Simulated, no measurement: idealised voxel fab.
This is a process module. Its name is voxel plated lines.
Pictured: cross-section cut, 275 nm wide, on a grid of 5 nm square cells.
In this document a cross-section is written as a grid of square cells. It is given as a series of bands, listed from the top down, and a band is one or more rows of cells. Look at the band entry: it leads with the top's height and the bottom's height in nm. Then it lists the materials left to right, with a width in nm for each. The word "full width" on a single material says that material fills the band edge to edge. The word "empty" is empty space. Heights from 0 (as-received wafer is one material below). Bottom band endless downward, as "from 0 down". You'd read "30->40" like this: the band's top row of cells is as wide as the first number, its bottom row is as wide as the second, and going down, every row changes width by the same amount as the row before did. Reading "remained the same" for a step: not a cell of the cross-section changed in it. "Closed-off voids" means: voids of 8 cells or more that are shut off from the top with no open way through. Written width x height at distance, distance from the left edge, in nm. Heads up: the bit after the settings on a step's line is the simulator's remark on that step. overlay nm: step with mask; distance mask lay right of planned place; negative value = left of planned place.

Here's what the planned process steps look like
1) RECEIVE, material Si
2) CONFORMAL_DEP, material Al2O3, thk nm 5
3) DIRECTIONAL_DEP, material TiN, thk nm 5
4) PATTERN, tone open, mask id LINES, material resist, width nm 20, pitch nm 45, thk nm 25, overlay nm 0
5) EPI, material Ru, thk nm 10
6) EPI, material Ru, thk nm 10
7) STRIP, etch materials resist
8) DIRECTIONAL_ETCH, etch materials TiN, depth nm 5
9) CONFORMAL_DEP, material SiO2, thk nm 5
The width nm used in step 4 is not the same on every wafer, whereas the starting condition is; the value printed in the plan is the first wafer's.

As-received cross-section, first of several wafers, post step 1
> from 0 down  Si full width
> Closed-off voids: none

Take a look at the first of several wafers in cross-section: the module is done, and step 9 was its last step
> from 35 to 30  empty 100 nm | SiO2 30 nm | empty 15 nm | SiO2 30 nm | empty 100 nm
> from 30 to 10  empty 100 nm | SiO2 5 nm | Ru 20 nm | SiO2 5 nm | empty 15 nm | SiO2 5 nm | Ru 20 nm | SiO2 5 nm | empty 100 nm
> from 10 to 5  SiO2 105 nm | TiN 20 nm | SiO2 25 nm | TiN 20 nm | SiO2 105 nm
> from 5 to 0  Al2O3 full width
> from 0 down  Si full width
> Closed-off voids: none

Last-wafer cross-section at the end of the module
> from 35 to 30  empty 95 nm | SiO2 40 nm | empty 5 nm | SiO2 40 nm | empty 95 nm
> from 30 to 10  empty 95 nm | SiO2 5 nm | Ru 30 nm | SiO2 5 nm | empty 5 nm | SiO2 5 nm | Ru 30 nm | SiO2 5 nm | empty 95 nm
> from 10 to 5  SiO2 100 nm | TiN 30 nm | SiO2 15 nm | TiN 30 nm | SiO2 100 nm
> from 5 to 0  Al2O3 full width
> from 0 down  Si full width
> Closed-off voids: none

Each row below is a wafer at the end of the module, listing for every material the number of cells it has gained (+) or lost (-) since it was received, followed by its closed voids
width nm 20 | +55 Al2O3 | +32 Ru | +75 SiO2 | +8 TiN | Closed-off voids: none
width nm 25 | +55 Al2O3 | +40 Ru | +75 SiO2 | +10 TiN | Closed-off voids: none
width nm 30 | +55 Al2O3 | +48 Ru | +75 SiO2 | +12 TiN | Closed-off voids: none
